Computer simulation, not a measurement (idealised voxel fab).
process module | voxel transistor to metal
cross-section cut | 150 nm wide | cells 5 nm
A cross-section is a grid of square cells, given in bands from the top down. A band is one or more rows of cells.
Each band's line starts with the height of the band's top and of its bottom, in nm. Then come its materials from left to right, each with its width in nm. One material with "throughout" fills the band from edge to edge. "air" is empty space.
Height 0 is the level under which the wafer as received is all one material. The lowest band goes on downwards, as in "0 down".
A width such as "30 to 40" changes by the same amount from each row of cells to the next, from the band's top row to its bottom row.
"no change" after a step means that no cell of the cross-section changed.
closed voids: empty space of 8 cells or more with no open way to the top, each as width x height at its distance from the left edge, in nm
after a step's settings: what the simulator itself notes on the step
overlay nm, on a step with a mask: how far to the right of its planned place the mask lay; to the left if negative
plan
1 op RECEIVE | material Si
2 op OXIDIZE | depth nm 5
3 op CONFORMAL_DEP | material SiN | thk nm 10
4 op MASKED_ETCH | tone cover | mask id ACTIVE | width nm 115 | etch materials SiN | depth nm 10 | overlay nm 0
5 op MASKED_ETCH | tone cover | mask id ACTIVE | width nm 115 | etch materials SiO2 | depth nm 5 | overlay nm 0
6 op MASKED_ETCH | tone cover | mask id ACTIVE | width nm 115 | etch materials Si | depth nm 20 | overlay nm 0
7 op FILL_DEP | material SiO2 | thk nm 15
8 op CMP | height nm 10
9 op SELECTIVE_ETCH | etch materials SiO2 | depth nm 5
10 op STRIP | etch materials SiN
11 op SELECTIVE_ETCH | etch materials SiO2 | depth nm 5
12 op OXIDIZE | depth nm 5
13 op DIRECTIONAL_DEP | material polySi | thk nm 30
14 op DIRECTIONAL_DEP | material SiCN | thk nm 15
15 op MASKED_ETCH | tone cover | mask id GATE | width nm 35 | etch materials SiCN | depth nm 25 | overlay nm 0
16 op MASKED_ETCH | tone cover | mask id GATE | width nm 35 | etch materials polySi | depth nm 40 | overlay nm 0
17 op CONFORMAL_DEP | material SiN | thk nm 5
18 op DIRECTIONAL_ETCH | etch materials SiN | depth nm 5
19 op DIRECTIONAL_ETCH | etch materials SiO2 | depth nm 5
20 op DIRECTIONAL_ETCH | etch materials Si | depth nm 5
21 op EPI | material nSi | thk nm 5
22 op FILL_DEP | material SiO2 | thk nm 10
23 op CMP | height nm 25
24 op STRIP | etch materials polySi
25 op SELECTIVE_ETCH | etch materials SiO2 | depth nm 5
26 op CONFORMAL_DEP | material HfO2 | thk nm 5
27 op CONFORMAL_DEP | material TiN | thk nm 5
28 op FILL_DEP | material W | thk nm 5
29 op CMP | height nm 20
30 op DIRECTIONAL_DEP | material SiO2 | thk nm 15
31 op DIRECTIONAL_DEP | material aC | thk nm 15
32 op PATTERN | tone open | mask id CONTACT | material resist | width nm 15 | pitch nm 80 | thk nm 30 | overlay nm 0
33 op DIRECTIONAL_ETCH | etch materials aC | depth nm 15
34 op STRIP | etch materials resist
35 op DIRECTIONAL_ETCH | etch materials SiO2 | depth nm 45
36 op STRIP | etch materials aC
37 op CONFORMAL_DEP | material TiN | thk nm 5
38 op FILL_DEP | material W | thk nm 10
39 op CMP | height nm 35
40 op DIRECTIONAL_DEP | material TiN | thk nm 5
41 op DIRECTIONAL_DEP | material Ru | thk nm 25
42 op PATTERN | tone cover | mask id METAL_1 | material resist | width nm 15 | pitch nm 80 | thk nm 15 | overlay nm 0
43 op DIRECTIONAL_ETCH | etch materials Ru | depth nm 25
44 op DIRECTIONAL_ETCH | etch materials TiN | depth nm 5
45 op STRIP | etch materials resist
46 op FILL_DEP | material lowk | thk nm 10
47 op CMP | height nm 65
48 op CONFORMAL_DEP | material SiN | thk nm 5
as received, after step 1
  0 down: Si throughout
  closed voids: none
a wafer at the end: this start, this plan, one mistake
  70 to 65: SiN throughout
  65 to 40: lowk 25 | Ru 15 | lowk 65 | Ru 15 | lowk 30
  40 to 35: lowk 25 | TiN 15 | lowk 65 | TiN 15 | lowk 30
  35 to 20: SiO2 25 | TiN 5 | W 5 | TiN 5 | SiO2 65 | TiN 5 | W 5 | TiN 5 | SiO2 30
  20 to 0: SiO2 25 | TiN 5 | W 5 | TiN 5 | SiO2 10 | SiN 5 | TiN 5 | HfO2 5 | W 15 | HfO2 5 | TiN 5 | SiN 5 | SiO2 10 | TiN 5 | W 5 | TiN 5 | SiO2 30
  0 to -5: SiO2 10 | SiN 5 | SiO2 10 | TiN 5 | W 5 | TiN 5 | SiO2 10 | SiN 5 | TiN 5 | HfO2 25 | TiN 5 | SiN 5 | SiO2 10 | TiN 5 | W 5 | TiN 5 | SiO2 10 | SiN 5 | SiO2 15
  -5 to -10: SiO2 25 | TiN 15 | SiO2 5 | nSi 5 | TiN 45 | nSi 5 | SiO2 5 | TiN 15 | SiO2 30
  -10 to -15: SiO2 15 | nSi 35 | Si 45 | nSi 35 | SiO2 20
  -15 to -25: SiO2 15 | Si 115 | SiO2 20
  -25 down: Si throughout
  closed voids: none
what went wrong: steps 26 and 27 were swapped
